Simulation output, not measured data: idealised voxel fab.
process module | voxel gate over fins
cross-section cut | 245 nm wide | cells 5 nm
A cross-section is a grid of square cells, given in bands from the top down. A band is one or more rows of cells.
Each band's line starts with the height of the band's top and of its bottom, in nm. Then come its materials from left to right, each with its width in nm. One material with "throughout" fills the band from edge to edge. "air" is empty space.
Height 0 is the level under which the wafer as received is all one material. The lowest band goes on downwards, as in "0 down".
A width such as "30 to 40" changes by the same amount from each row of cells to the next, from the band's top row to its bottom row.
"no change" after a step means that no cell of the cross-section changed.
closed voids: empty space of 8 cells or more with no open way to the top, each as width x height at its distance from the left edge, in nm
after a step's settings: what the simulator itself notes on the step
overlay nm, on a step with a mask: how far to the right of its planned place the mask lay; to the left if negative
plan
1 op RECEIVE | material Si
2 op CONFORMAL_DEP | material SiN | thk nm 10
3 op PATTERN | tone cover | mask id FINS | material resist | width nm 15 | pitch nm 35 | thk nm 20 | overlay nm 0
4 op DIRECTIONAL_ETCH | etch materials SiN | depth nm 10
5 op DIRECTIONAL_ETCH | etch materials Si | depth nm 40
6 op STRIP | etch materials resist
7 op FILL_DEP | material SiO2 | thk nm 5
8 op CMP | height nm 10
9 op SELECTIVE_ETCH | etch materials SiO2 | depth nm 20
10 op STRIP | etch materials SiN
11 op CONFORMAL_DEP | material HfO2 | thk nm 5
12 op CONFORMAL_DEP | material TiN | thk nm 5
13 op FILL_DEP | material W | thk nm 10
14 op CMP | height nm 15
15 op CONFORMAL_DEP | material SiN | thk nm 10
as received, after step 1
  0 down: Si throughout
  closed voids: none
first wafer at the end, as planned
  25 to 15: SiN throughout
  15 to 10: W throughout
  10 to 5: W 85 | TiN 70 | W 90
  5 to 0: W 85 | TiN 5 | HfO2 25 | TiN 10 | HfO2 25 | TiN 5 | W 90
  0 to -5: TiN 90 | HfO2 5 | Si 15 | HfO2 5 | TiN 10 | HfO2 5 | Si 15 | HfO2 5 | TiN 95
  -5 to -10: HfO2 95 | Si 15 | HfO2 20 | Si 15 | HfO2 100
  -10 to -40: SiO2 95 | Si 15 | SiO2 20 | Si 15 | SiO2 100
  -40 down: Si throughout
  closed voids: none
second wafer at the end: like start, like plan, one mistake
  25 to 15: SiN throughout
  15 to 10: SiO2 throughout
  10 to 5: SiO2 85 | TiN 70 | SiO2 90
  5 to 0: SiO2 85 | TiN 5 | HfO2 25 | TiN 10 | HfO2 25 | TiN 5 | SiO2 90
  0 to -5: TiN 90 | HfO2 5 | Si 15 | HfO2 5 | TiN 10 | HfO2 5 | Si 15 | HfO2 5 | TiN 95
  -5 to -10: HfO2 95 | Si 15 | HfO2 20 | Si 15 | HfO2 100
  -10 to -40: SiO2 95 | Si 15 | SiO2 20 | Si 15 | SiO2 100
  -40 down: Si throughout
  closed voids: none
what went wrong: step 13 ran as: op FILL_DEP | material SiO2 | thk nm 10
at the end the second wafer has, in cells: 119 more of SiO2 | 119 fewer of W
